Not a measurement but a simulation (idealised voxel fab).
process module | voxel plated lines
cross-section cut | 225 nm wide | cells 5 nm
A cross-section is a grid of square cells, given in bands from the top down. A band is one or more rows of cells.
Each band's line starts with the height of the band's top and of its bottom, in nm. Then come its materials from left to right, each with its width in nm. One material with "throughout" fills the band from edge to edge. "air" is empty space.
Height 0 is the level under which the wafer as received is all one material. The lowest band goes on downwards, as in "0 down".
A width such as "30 to 40" changes by the same amount from each row of cells to the next, from the band's top row to its bottom row.
"no change" after a step means that no cell of the cross-section changed.
closed voids: empty space of 8 cells or more with no open way to the top, each as width x height at its distance from the left edge, in nm
after a step's settings: what the simulator itself notes on the step
overlay nm, on a step with a mask: how far to the right of its planned place the mask lay; to the left if negative
plan
1 op RECEIVE | material Si
2 op CONFORMAL_DEP | material Al2O3 | thk nm 10
3 op DIRECTIONAL_DEP | material TiN | thk nm 5
4 op PATTERN | tone open | mask id LINES | material resist | width nm 15 | pitch nm 35 | thk nm 40 | overlay nm 0
5 op EPI | material Ru | thk nm 10
6 op EPI | material Ru | thk nm 5
7 op EPI | material Ru | thk nm 10
8 op STRIP | etch materials resist
9 op DIRECTIONAL_ETCH | etch materials TiN | depth nm 5
10 op CONFORMAL_DEP | material SiN | thk nm 5
first wafer, as planned
as received, after step 1
  0 down: Si throughout
  closed voids: none
after step 2
  10 to 0: Al2O3 throughout
  below 0: unchanged
after step 3
  15 to 10: TiN throughout
  below 10: unchanged
after step 4
  55 to 15: resist 85 | air 15 | resist 20 | air 15 | resist 90
  below 15: unchanged
after step 5
  55 to 25: resist 85 | air 15 | resist 20 | air 15 | resist 90
  25 to 15: resist 85 | Ru 15 | resist 20 | Ru 15 | resist 90
  below 15: unchanged
after step 6
  55 to 30: resist 85 | air 15 | resist 20 | air 15 | resist 90
  30 to 15: resist 85 | Ru 15 | resist 20 | Ru 15 | resist 90
  below 15: unchanged
after step 7
  55 to 40: resist 85 | air 15 | resist 20 | air 15 | resist 90
  40 to 15: resist 85 | Ru 15 | resist 20 | Ru 15 | resist 90
  below 15: unchanged
after step 8
  40 to 15: air 85 | Ru 15 | air 20 | Ru 15 | air 90
  below 15: unchanged
after step 9
  40 to 15: air 85 | Ru 15 | air 20 | Ru 15 | air 90
  15 to 10: air 85 | TiN 15 | air 20 | TiN 15 | air 90
  below 10: unchanged
after step 10
  45 to 40: air 80 | SiN 25 | air 10 | SiN 25 | air 85
  40 to 15: air 80 | SiN 5 | Ru 15 | SiN 5 | air 10 | SiN 5 | Ru 15 | SiN 5 | air 85
  15 to 10: SiN 85 | TiN 15 | SiN 20 | TiN 15 | SiN 90
  below 10: unchanged
second wafer: like start, like plan, one mistake. Through step 7 it matches the first wafer
when step 8 should have ended
  40 to 15: air 85 | Ru 15 | air 20 | Ru 15 | air 90
  below 15: unchanged
when step 9 should have ended
  40 to 15: air 85 | Ru 15 | air 20 | Ru 15 | air 90
  15 to 10: air 85 | TiN 15 | air 20 | TiN 15 | air 90
  below 10: unchanged
when step 10 should have ended
  45 to 40: air 80 | SiN 25 | air 10 | SiN 25 | air 85
  40 to 15: air 80 | SiN 5 | Ru 15 | SiN 5 | air 10 | SiN 5 | Ru 15 | SiN 5 | air 85
  15 to 10: SiN 85 | TiN 15 | SiN 20 | TiN 15 | SiN 90
  below 10: unchanged
what went wrong: step 8 was run twice
at the end the two cross-sections are the same: no effect in what this model computes
